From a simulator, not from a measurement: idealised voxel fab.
Process module in this document: voxel lift off
It is cross-section cut that appears here, measuring 215 nm in width, its square cells being 5 nm in size.
Just so we're on the same page, the cross-sections are grids of square cells, and they're listed out in bands top to bottom, each band one or more rows deep.
For a band, the entry starts with two heights in nm, that of the top and then that of the bottom, and carries on with the band's materials in order from left to right, each alongside its width in nm; the word "throughout" beside a single material means it fills the band edge to edge, and "blank" means empty space.
Zero point of the height axis is 0; under it, received wafer = one material. Lowest band: continues down indefinitely, "from 0 down".
The width entry "30..40" should be interpreted row by row: the top row of cells in the band takes the first number, the bottom row takes the second number, and the change between adjacent rows is uniform throughout.
Key: "stayed the same" - step with no changed cell in the cross-section.
If an empty space has no open way to the top and is at least 8 cells in size, "Internal closed voids" lists it, written width x height at distance, where distance is measured from the left edge and every value is in nm.
Formally, on a step line, whatever follows the settings is a remark that the simulator itself makes on the step.
overlay nm: step with mask; distance mask lay right of planned place; negative value = left of planned place.

**Here's what the planned process steps look like**
| 1 | RECEIVE,material Si |
| 2 | CONFORMAL_DEP,material SiN,thk nm 5 |
| 3 | PATTERN,tone open,mask id LINES,material resist,width nm 20,pitch nm 45,thk nm 20,overlay nm 0 |
| 4 | DIRECTIONAL_DEP,material Ru,thk nm 5 |
| 5 | STRIP,etch materials resist |
| 6 | CONFORMAL_DEP,material SiCN,thk nm 5 |

**Received-state cross-section, reflecting completion of step 1**
from 0 down | Si throughout
Internal closed voids: none

**Post-module cross-section: identical start and plan to those above, one misstep in execution**
from 15 to 10 | blank 40  SiCN 40  blank 5  SiCN 40  blank 5  SiCN 40  blank 45
from 10 to 5 | SiCN 45  Ru 30  SiCN 15  Ru 30  SiCN 15  Ru 30  SiCN 50
from 5 to 0 | SiN throughout
from 0 down | Si throughout
Internal closed voids: none
What was the processing mistake? step 3 ran differently from the plan; actual operation with settings: PATTERN,tone open,mask id LINES,material resist,width nm 30,pitch nm 45,thk nm 20,overlay nm 0
